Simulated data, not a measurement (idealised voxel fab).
process module | voxel ribs on slabs
cross-section cut | 220 nm wide | cells 5 nm
A cross-section is a grid of square cells, given in bands from the top down. A band is one or more rows of cells.
Each band's line starts with the height of the band's top and of its bottom, in nm. Then come its materials from left to right, each with its width in nm. One material with "throughout" fills the band from edge to edge. "air" is empty space.
Height 0 is the level under which the wafer as received is all one material. The lowest band goes on downwards, as in "0 down".
A width such as "30 to 40" changes by the same amount from each row of cells to the next, from the band's top row to its bottom row.
"no change" after a step means that no cell of the cross-section changed.
closed voids: empty space of 8 cells or more with no open way to the top, each as width x height at its distance from the left edge, in nm
after a step's settings: what the simulator itself notes on the step
overlay nm, on a step with a mask: how far to the right of its planned place the mask lay; to the left if negative
plan
1 op RECEIVE | material Si
2 op DIRECTIONAL_DEP | material SiO2 | thk nm 30
3 op DIRECTIONAL_DEP | material SiN | thk nm 15
4 op MASKED_ETCH | tone cover | mask id RIB | width nm 15 | etch materials SiN | depth nm 10 | overlay nm 0
5 op PATTERN | tone cover | mask id SLAB | material resist | width nm 55 | thk nm 20 | overlay nm 0
6 op DIRECTIONAL_ETCH | etch materials SiN | depth nm 5
7 op STRIP | etch materials resist
8 op FILL_DEP | material SiO2 | thk nm 25
9 op CMP | height nm 50
10 op DIRECTIONAL_DEP | material TiN | thk nm 5
11 op DIRECTIONAL_DEP | material aC | thk nm 15
12 op PATTERN | tone cover | mask id HEATER | material resist | width nm 25 | thk nm 35 | overlay nm 0
13 op DIRECTIONAL_ETCH | etch materials aC | depth nm 15
14 op STRIP | etch materials resist
15 op DIRECTIONAL_ETCH | etch materials TiN | depth nm 5
16 op STRIP | etch materials aC
17 op CONFORMAL_DEP | material SiO2 | thk nm 5
varied across the wafers: height nm of step 9. The plan shows the first wafer's value. All wafers start alike
first wafer as received, after step 1
  0 down: Si throughout
  closed voids: none
each wafer at the end: cells of each material gained (+) or lost (-) since it was received, then its closed voids
height nm 50 | +17 SiN | +469 SiO2 | +5 TiN | closed voids: none
height nm 55 | +17 SiN | +513 SiO2 | +5 TiN | closed voids: none
height nm 60 | +17 SiN | +557 SiO2 | +5 TiN | closed voids: none
height nm 65 | +17 SiN | +601 SiO2 | +5 TiN | closed voids: none
height nm 70 | +17 SiN | +645 SiO2 | +5 TiN | closed voids: none
